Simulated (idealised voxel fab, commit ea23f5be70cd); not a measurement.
The document below concerns the process module designated voxel local oxidation.
Section shown: cut. Width: 265 nm. Cell size: 5 nm, square.
Notation: cross-section as square-cell grid; stated in bands, top first, going down; one or more cell rows per band. Band: top and bottom heights (nm) first, top before bottom; then materials from left to right, widths in nm. "everywhere" marks a sole material filling the band edge to edge. "blank" denotes empty space. All heights in this document are referenced to 0, defined as the level beneath which the wafer, as received, consists entirely of one material. The lowest band is not bounded below; it extends indefinitely downward and is written in the form "top 0, no bottom". A two-number width, for instance "30..40", indicates that the width is equal to the first number in the top row of the band and to the second number in the bottom row, and that it changes by a constant amount per row of cells. You'll sometimes find "nothing got changed" written for a step, and that's the way of saying that nowhere in the cross-section did a cell change during that step. Any empty space of 8 cells or more lacking an open way to the top shows up in "Enclosed internal voids" as width x height at distance, distance from the left edge, in nm. It should be noted that, on the line of a given step, the content following the step's settings is a remark produced by the simulator itself with respect to that step. The line of a step may include "overlay nm". On a step with a mask, this value is how far to the right of its planned place the mask lay. A negative value means the mask lay to the left.
**Process steps (planned)**
1,RECEIVE,material Si
2,OXIDIZE,depth nm 5
3,CONFORMAL_DEP,material SiN,thk nm 10
4,MASKED_ETCH,tone cover,mask id ACTIVE,width nm 130,etch materials SiN,depth nm 10,overlay nm 0
5,SELECTIVE_ETCH,etch materials SiO2,depth nm 5
6,OXIDIZE,depth nm 15
7,STRIP,etch materials SiN
**Delivered wafer in cross-section: state after step 1**
	top 0, no bottom  Si everywhere
	Enclosed internal voids: none
**First of two wafers: cross-section at end of module, run per plan**
	top 0, bottom -5  70 of blank | 120 of SiO2 | 75 of blank
	top -5, bottom -20  85 of SiO2 | 90 of Si | 90 of SiO2
	top -20, no bottom  Si everywhere
	Enclosed internal voids: none
**End-of-module cross-section of the second wafer: identical starting point and process plan to the first, with one processing mistake**
	top 0, bottom -5  80 of blank | 120 of SiO2 | 65 of blank
	top -5, bottom -20  95 of SiO2 | 90 of Si | 80 of SiO2
	top -20, no bottom  Si everywhere
	Enclosed internal voids: none
Short version of what went wrong: rather than as planned, step 4 actually ran as MASKED_ETCH,tone cover,mask id ACTIVE,width nm 130,etch materials SiN,depth nm 10,overlay nm 10
At the end, the second wafer has the same number of cells of each material as the first, but those cells sit in other places.
